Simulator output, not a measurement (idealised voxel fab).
Herein follows the process module entitled voxel self aligned contacts.
Cross-section cut: width 180 nm, square cells of 5 nm.
Square cells in a grid make up a cross-section in this document, and the grid is given as bands, listed from the top down, each one or more rows of cells. Look at the band entry: it leads with the top's height and the bottom's height in nm. Then it lists the materials left to right, with a width in nm for each. The word "everywhere" on a single material says that material fills the band edge to edge. The word "air" is empty space. Counting heights begins at 0, where everything beneath is, in the wafer as received, one material. The lowest band has no bottom; it goes on downwards, as "from 0 down" shows. Width spec "30..40" -> top row of cells at first value, bottom row at second value, equal per-row change in between. The cross-section has no changed cell in any step marked "changes: none". Empty spaces without an open route to the top, at least 8 cells in extent, make up the entry "Entrapped voids"; each is given as width x height at distance, where the distance is measured from the left edge, and all are in nm. Read whatever lies past the settings on a step's line as the simulator's own remark about the step. What "overlay nm" on a step's line means: if the step has a mask, that mask lay this far to the right of its planned place, or, when the value is negative, to the left.
Steps planned for the process:
| 1 | RECEIVE, material Si |
| 2 | OXIDIZE, depth nm 5 |
| 3 | DIRECTIONAL_DEP, material polySi, thk nm 20 |
| 4 | DIRECTIONAL_DEP, material SiN, thk nm 15 |
| 5 | DIRECTIONAL_DEP, material aC, thk nm 10 |
| 6 | PATTERN, tone cover, mask id GATE, material resist, width nm 25, pitch nm 50, thk nm 25, overlay nm 0 |
| 7 | DIRECTIONAL_ETCH, etch materials aC, depth nm 10 |
| 8 | STRIP, etch materials resist |
| 9 | DIRECTIONAL_ETCH, etch materials SiN, depth nm 15 |
| 10 | DIRECTIONAL_ETCH, etch materials polySi, depth nm 20 |
| 11 | STRIP, etch materials aC |
| 12 | CONFORMAL_DEP, material SiN, thk nm 5 |
| 13 | DIRECTIONAL_ETCH, etch materials SiN, depth nm 5 |
| 14 | FILL_DEP, material SiO2, thk nm 10 |
| 15 | CMP, height nm 40 |
| 16 | PATTERN, tone open, mask id CONTACT, material resist, width nm 35, thk nm 15, overlay nm 0 |
| 17 | DIRECTIONAL_ETCH, etch materials SiO2, depth nm 45 |
| 18 | STRIP, etch materials resist |
| 19 | CONFORMAL_DEP, material TiN, thk nm 5 |
| 20 | FILL_DEP, material Ru, thk nm 10 |
| 21 | CMP, height nm 40 |
| 22 | CONFORMAL_DEP, material SiN, thk nm 5 |
Incoming wafer, cross-sectional view, post step 1:
* from 0 down: Si everywhere
* Entrapped voids: none
Figure: cross-sectional view of the wafer upon completion of the module, processed from the initial state and according to the plan depicted above, with one error introduced during execution:
* from 45 to 40: SiN everywhere
* from 40 to 35: 70 of SiO2  15 of TiN  5 of Ru  15 of TiN  75 of SiO2
* from 35 to 20: 45 of SiO2  35 of SiN  5 of TiN  5 of Ru  5 of TiN  35 of SiN  50 of SiO2
* from 20 to 15: 80 of SiO2  15 of TiN  85 of SiO2
* from 15 to 0: polySi everywhere
* from 0 down: Si everywhere
* Entrapped voids: none
Error vs. plan: it was found that steps 2 and 3 of the process plan had been performed in exchanged positions
